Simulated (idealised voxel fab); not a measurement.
Name of the process module below: voxel ribs on slabs
This is section cut - it's 190 nm across, gridded in 5 nm square cells.
Cross-section format: a grid of square cells, given as bands from top to bottom; each band is one or more rows of cells.
Within each band entry, the heights of the top and of the bottom of the band appear first, in that order and in nm; the materials of the band then follow from left to right, each with its corresponding width in nm. The designation "full width" on a single material indicates that it fills the band from edge to edge; the designation "empty" indicates empty space.
Note: height 0 marks the level under which the wafer is uniformly one material as received. Lowest band unbounded below, written "0 nm and below".
The two numbers in a width such as "30 to 40" mark its ends across the band: the first belongs to the top row of cells, the second to the bottom row, and from each row to the next the width moves by the same amount.
Given "nothing was modified" for a step, no cell of the cross-section differs between before and after that step.
Voids not open to the top, 8 cells minimum: see "Closed empty spaces". Written width x height at distance; distance is from the left edge; nm.
Past the settings on a step's line: simulator remark, on that step.
Among the settings permitted on a step's line is "overlay nm"; applied to a step with a mask, it specifies the extent to which the mask lay to the right of its planned position, whereas a negative figure signifies a position to the left.

Process steps (planned)
1 RECEIVE | material Si
2 DIRECTIONAL_DEP | material SiO2 | thk nm 20
3 DIRECTIONAL_DEP | material SiN | thk nm 20
4 DIRECTIONAL_DEP | material aC | thk nm 10
5 PATTERN | tone cover | mask id RIB | material resist | width nm 15 | thk nm 25 | overlay nm 0
6 DIRECTIONAL_ETCH | etch materials aC | depth nm 10
7 STRIP | etch materials resist
8 DIRECTIONAL_ETCH | etch materials SiN | depth nm 15
9 STRIP | etch materials aC
10 PATTERN | tone cover | mask id SLAB | material resist | width nm 65 | thk nm 20 | overlay nm 0
11 DIRECTIONAL_ETCH | etch materials SiN | depth nm 5
12 STRIP | etch materials resist
13 FILL_DEP | material SiO2 | thk nm 20
14 CMP | height nm 50
15 DIRECTIONAL_DEP | material W | thk nm 10
16 PATTERN | tone cover | mask id HEATER | material resist | width nm 25 | thk nm 15 | overlay nm 0
17 DIRECTIONAL_ETCH | etch materials W | depth nm 10
18 STRIP | etch materials resist
19 CONFORMAL_DEP | material SiN | thk nm 5

This is the cross-section of the wafer as we received it, i.e. after step 1
- 0 nm and below  Si full width
- Closed empty spaces: none

Module complete - cross-section of the first of two wafers, run according to plan
- 65 nm to 60 nm  empty: 75, SiN: 35, empty: 80
- 60 nm to 55 nm  empty: 75, SiN: 5, W: 25, SiN: 5, empty: 80
- 55 nm to 50 nm  SiN: 80, W: 25, SiN: 85
- 50 nm to 40 nm  SiO2 full width
- 40 nm to 25 nm  SiO2: 85, SiN: 15, SiO2: 90
- 25 nm to 20 nm  SiO2: 60, SiN: 65, SiO2: 65
- 20 nm to 0 nm  SiO2 full width
- 0 nm and below  Si full width
- Closed empty spaces: none

Same start, same plan as the first wafer - but one mistake in the run. Cross-section of the second of the two at the end of the module
- 65 nm to 60 nm  empty: 75, SiN: 35, empty: 80
- 60 nm to 55 nm  empty: 75, SiN: 5, W: 25, SiN: 5, empty: 80
- 55 nm to 50 nm  SiN: 80, W: 25, SiN: 85
- 50 nm to 40 nm  W full width
- 40 nm to 20 nm  SiN full width
- 20 nm to 0 nm  SiO2 full width
- 0 nm and below  Si full width
- Closed empty spaces: none
The mistake made against the process plan was this: step 4 off recipe, ran as DIRECTIONAL_DEP | material W | thk nm 10
Heads up, by the end the second wafer has more or fewer cells of some materials compared to the first: SiN +130 | SiO2 -206 | W +76
